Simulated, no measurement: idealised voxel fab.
A process module follows: voxel wiring stack.
Square cells of 5 nm make up the cross-section cut, whose width is 225 nm.
Cross-section spec: square-cell grid; bands listed top down; each band is one or more rows.
Top height, bottom height, nm. Materials left to right, width each, nm. Single material + "all across" = fills band edge to edge. "blank" = empty.
Where do heights start? At 0: under that level the wafer as delivered is made of one material only. And the lowest band has no floor; it just carries on downward, as in "0 down".
So if you see something like "30..40" for the width, read it as the top row of the band sitting at the first number and the bottom row at the second, with every row in between moving by the same amount as the last.
Take "all unchanged" at face value: in the step it is given for, the cross-section changed in none of its cells.
"Enclosed cavity list": empty spaces of 8 cells or more with no open way to the top, each given as width x height at distance, distance from the left edge, all in nm.
after a step's settings: what the simulator itself notes on the step
Steps that use a mask can have "overlay nm" on their line. It says how far the mask sat to the right of where it was meant to be. Negative means to the left.
Steps planned for the process:
- 1: RECEIVE, material Si
- 2: CONFORMAL_DEP, material SiO2, thk nm 10
- 3: DIRECTIONAL_DEP, material TiN, thk nm 5
- 4: DIRECTIONAL_DEP, material Ru, thk nm 15
- 5: PATTERN, tone cover, mask id METAL_1, material resist, width nm 25, pitch nm 45, thk nm 20, overlay nm 0
- 6: DIRECTIONAL_ETCH, etch materials Ru, depth nm 15
- 7: DIRECTIONAL_ETCH, etch materials TiN, depth nm 5
- 8: STRIP, etch materials resist
- 9: FILL_DEP, material lowk, thk nm 5
- 10: CMP, height nm 30
- 11: CONFORMAL_DEP, material SiCN, thk nm 5
- 12: DIRECTIONAL_DEP, material lowk, thk nm 30
- 13: MASKED_ETCH, tone open, mask id METAL_2_HOLES, width nm 15, pitch nm 45, etch materials lowk, depth nm 30, overlay nm 0
- 14: MASKED_ETCH, tone open, mask id METAL_2, width nm 25, pitch nm 45, etch materials lowk, depth nm 20, overlay nm 0
- 15: MASKED_ETCH, tone open, mask id METAL_2, width nm 25, pitch nm 45, etch materials SiCN, depth nm 5, overlay nm 0
- 16: CONFORMAL_DEP, material TiN, thk nm 5
- 17: FILL_DEP, material Cu, thk nm 5
- 18: CMP, height nm 65
- 19: CONFORMAL_DEP, material SiN, thk nm 5
Of two wafers, the first: run according to plan:
Shown in cross-section is the wafer as received, that is, as it stands after step 1:
	0 down  Si all across
	Enclosed cavity list: none
Once step 2 is through, the wafer looks like this in cross-section:
	10 to 0  SiO2 all across
	Below 0, no change.
Once step 3 is through, the wafer looks like this in cross-section:
	15 to 10  TiN all across
	Below 10, no change.
Once step 4 is through, the wafer looks like this in cross-section:
	30 to 15  Ru all across
	Below 15, no change.
Once step 5 is through, the wafer looks like this in cross-section:
	50 to 30  blank=55, then resist=25, then blank=20, then resist=25, then blank=20, then resist=25, then blank=55
	Below 30, no change.
Once step 6 is through, the wafer looks like this in cross-section:
	50 to 30  blank=55, then resist=25, then blank=20, then resist=25, then blank=20, then resist=25, then blank=55
	30 to 15  blank=55, then Ru=25, then blank=20, then Ru=25, then blank=20, then Ru=25, then blank=55
	Below 15, no change.
Once step 7 is through, the wafer looks like this in cross-section:
	50 to 30  blank=55, then resist=25, then blank=20, then resist=25, then blank=20, then resist=25, then blank=55
	30 to 15  blank=55, then Ru=25, then blank=20, then Ru=25, then blank=20, then Ru=25, then blank=55
	15 to 10  blank=55, then TiN=25, then blank=20, then TiN=25, then blank=20, then TiN=25, then blank=55
	Below 10, no change.
Once step 8 is through, the wafer looks like this in cross-section:
	30 to 15  blank=55, then Ru=25, then blank=20, then Ru=25, then blank=20, then Ru=25, then blank=55
	Below 15, no change.
Once step 9 is through, the wafer looks like this in cross-section:
	35 to 30  lowk all across
	30 to 15  lowk=55, then Ru=25, then lowk=20, then Ru=25, then lowk=20, then Ru=25, then lowk=55
	15 to 10  lowk=55, then TiN=25, then lowk=20, then TiN=25, then lowk=20, then TiN=25, then lowk=55
	Below 10, no change.
Once step 10 is through, the wafer looks like this in cross-section:
	30 to 15  lowk=55, then Ru=25, then lowk=20, then Ru=25, then lowk=20, then Ru=25, then lowk=55
	Below 15, no change.
Once step 11 is through, the wafer looks like this in cross-section:
	35 to 30  SiCN all across
	Below 30, no change.
Once step 12 is through, the wafer looks like this in cross-section:
	65 to 35  lowk all across
	Below 35, no change.
Once step 13 is through, the wafer looks like this in cross-section:
	65 to 35  lowk=55, then blank=15, then lowk=30, then blank=15, then lowk=30, then blank=15, then lowk=65
	Below 35, no change.
Once step 14 is through, the wafer looks like this in cross-section:
	65 to 45  lowk=55, then blank=25, then lowk=20, then blank=25, then lowk=20, then blank=25, then lowk=55
	Below 45, no change.
Once step 15 is through, the wafer looks like this in cross-section:
	65 to 45  lowk=55, then blank=25, then lowk=20, then blank=25, then lowk=20, then blank=25, then lowk=55
	45 to 35  lowk=55, then blank=15, then lowk=30, then blank=15, then lowk=30, then blank=15, then lowk=65
	35 to 30  SiCN=55, then blank=15, then SiCN=30, then blank=15, then SiCN=30, then blank=15, then SiCN=65
	Below 30, no change.
Once step 16 is through, the wafer looks like this in cross-section:
	70 to 65  TiN=60, then blank=15, then TiN=30, then blank=15, then TiN=30, then blank=15, then TiN=60
	65 to 50  lowk=55, then TiN=5, then blank=15, then TiN=5, then lowk=20, then TiN=5, then blank=15, then TiN=5, then lowk=20, then TiN=5, then blank=15, then TiN=5, then lowk=55
	50 to 45  lowk=55, then TiN=5, then blank=5, then TiN=15, then lowk=20, then TiN=5, then blank=5, then TiN=15, then lowk=20, then TiN=5, then blank=5, then TiN=15, then lowk=55
	45 to 35  lowk=55, then TiN=5, then blank=5, then TiN=5, then lowk=30, then TiN=5, then blank=5, then TiN=5, then lowk=30, then TiN=5, then blank=5, then TiN=5, then lowk=65
	35 to 30  SiCN=55, then TiN=15, then SiCN=30, then TiN=15, then SiCN=30, then TiN=15, then SiCN=65
	Below 30, no change.
Once step 17 is through, the wafer looks like this in cross-section:
	75 to 70  Cu all across
	70 to 65  TiN=60, then Cu=15, then TiN=30, then Cu=15, then TiN=30, then Cu=15, then TiN=60
	65 to 50  lowk=55, then TiN=5, then Cu=15, then TiN=5, then lowk=20, then TiN=5, then Cu=15, then TiN=5, then lowk=20, then TiN=5, then Cu=15, then TiN=5, then lowk=55
	50 to 45  lowk=55, then TiN=5, then Cu=5, then TiN=15, then lowk=20, then TiN=5, then Cu=5, then TiN=15, then lowk=20, then TiN=5, then Cu=5, then TiN=15, then lowk=55
	45 to 35  lowk=55, then TiN=5, then Cu=5, then TiN=5, then lowk=30, then TiN=5, then Cu=5, then TiN=5, then lowk=30, then TiN=5, then Cu=5, then TiN=5, then lowk=65
	Below 35, no change.
Once step 18 is through, the wafer looks like this in cross-section:
	65 to 50  lowk=55, then TiN=5, then Cu=15, then TiN=5, then lowk=20, then TiN=5, then Cu=15, then TiN=5, then lowk=20, then TiN=5, then Cu=15, then TiN=5, then lowk=55
	Below 50, no change.
Once step 19 is through, the wafer looks like this in cross-section:
	70 to 65  SiN all across
	Below 65, no change.
The second wafer began exactly as the first did and followed the same plan, but one mistake was made while running it; through step 18 inclusive, the two wafers are identical:
Look at the second wafer in cross-section at the time step 19 ought to have finished:
	70 to 65  TiN all across
	Below 65, no change.
What broke from the plan during processing? contrary to plan, step 19 was performed as CONFORMAL_DEP, material TiN, thk nm 5
Final wafer comparison in cells, second versus first, more or fewer per material: SiN: 45 fewer, TiN: 45 more
